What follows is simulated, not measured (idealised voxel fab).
Process module heading - voxel self aligned vias
It is cross-section cut that appears here, measuring 275 nm in width, its square cells being 5 nm in size.
The cross-sections in this document take the form of a grid made of square cells. They are written out as bands, in order from top to bottom. Each band consists of one or more rows of cells. Read a band's entry like this: the first values are the height of its top and the height of its bottom in nm, and what follows is the sequence of materials from left to right, each with its width in nm. Note that "empty" is empty space, and that a single material marked "full width" reaches across the band from edge to edge. Convention: height 0 is the level below which the wafer, as received, is all one material. The lowest band does not terminate at the bottom but continues downward, represented as "0..down". The notation "30 to 40" denotes a width that varies across the rows of cells in the band, beginning at the first number in the top row, finishing at the second number in the bottom row, and changing by an identical amount from each row to the next. Given "all unchanged" for a step, no cell of the cross-section differs between before and after that step. Reported under the label "Sealed voids" are the empty spaces having no open way to the top and comprising 8 cells or more; the notation for each is width x height at distance, in which the distance is measured from the left edge and all three values are in nm. Whatever follows a step's settings on its line is a remark the simulator itself makes about that step. "overlay nm" on a masked step: distance the mask lay right of its planned place, negative for left.

## Steps planned for the process
1 RECEIVE: material Si
2 CONFORMAL_DEP: material SiO2, thk nm 15
3 CONFORMAL_DEP: material SiCN, thk nm 5
4 DIRECTIONAL_DEP: material lowk, thk nm 20
5 PATTERN: tone open, mask id LINES, material resist, width nm 25, pitch nm 60, thk nm 15, overlay nm 0
6 DIRECTIONAL_ETCH: etch materials lowk, depth nm 20
7 STRIP: etch materials resist
8 CONFORMAL_DEP: material TiN, thk nm 5
9 FILL_DEP: material Ru, thk nm 5
10 CMP: height nm 40
11 SELECTIVE_ETCH: etch materials W Ru TiN, depth nm 10
12 FILL_DEP: material SiN, thk nm 5
13 CMP: height nm 40
14 DIRECTIONAL_DEP: material lowk, thk nm 15
15 PATTERN: tone open, mask id VIAS, material resist, width nm 25, pitch nm 60, thk nm 15, overlay nm 0
16 DIRECTIONAL_ETCH: etch materials lowk, depth nm 15
17 DIRECTIONAL_ETCH: etch materials SiN, depth nm 10
18 STRIP: etch materials resist
19 CONFORMAL_DEP: material TiN, thk nm 5
20 FILL_DEP: material Cu, thk nm 10
21 CMP: height nm 55
22 CONFORMAL_DEP: material SiCN, thk nm 5
Across this set of wafers, the varied parameter is the width nm of step 15. Starting conditions are identical for every wafer, and the plan reports the value assigned to the first wafer.

## So this is the first of several wafers, cross-sectioned as it came to us, meaning it's at the end of step 1
* 0..down: Si full width
* Sealed voids: none

## Take a look at the first of several wafers in cross-section: the module is done, and step 22 was its last step
* 60..55: SiCN full width
* 55..35: 95 lowk  5 TiN  15 Cu  5 TiN  35 lowk  5 TiN  15 Cu  5 TiN  95 lowk
* 35..30: 95 lowk  25 TiN  35 lowk  25 TiN  95 lowk
* 30..25: 95 lowk  5 TiN  15 Ru  5 TiN  35 lowk  5 TiN  15 Ru  5 TiN  95 lowk
* 25..20: 95 lowk  25 TiN  35 lowk  25 TiN  95 lowk
* 20..15: SiCN full width
* 15..0: SiO2 full width
* 0..down: Si full width
* Sealed voids: none

## Cross-section, module end, final of several wafers
* 60..55: SiCN full width
* 55..45: 85 lowk  5 TiN  35 Cu  5 TiN  15 lowk  5 TiN  35 Cu  5 TiN  85 lowk
* 45..35: 85 to 95 lowk  15 to 5 TiN  15 Cu  15 to 5 TiN  15 to 35 lowk  15 to 5 TiN  15 Cu  15 to 5 TiN  85 to 95 lowk
* 35..30: 95 lowk  25 TiN  35 lowk  25 TiN  95 lowk
* 30..25: 95 lowk  5 TiN  15 Ru  5 TiN  35 lowk  5 TiN  15 Ru  5 TiN  95 lowk
* 25..20: 95 lowk  25 TiN  35 lowk  25 TiN  95 lowk
* 20..15: SiCN full width
* 15..0: SiO2 full width
* 0..down: Si full width
* Sealed voids: none

## Quick key for the table: a row per wafer, taken at the end of the module. For each material it tells you how many cells the wafer gained (+) or lost (-) since it came in, and the closed voids come after
width nm 25, +24 Cu, +6 Ru, +110 SiCN, +165 SiO2, +40 TiN, +315 lowk, Sealed voids: none
width nm 30, +28 Cu, +6 Ru, +110 SiCN, +165 SiO2, +42 TiN, +309 lowk, Sealed voids: none
width nm 35, +32 Cu, +6 Ru, +110 SiCN, +165 SiO2, +44 TiN, +303 lowk, Sealed voids: none
width nm 40, +36 Cu, +6 Ru, +110 SiCN, +165 SiO2, +46 TiN, +297 lowk, Sealed voids: none
width nm 45, +40 Cu, +6 Ru, +110 SiCN, +165 SiO2, +48 TiN, +291 lowk, Sealed voids: none
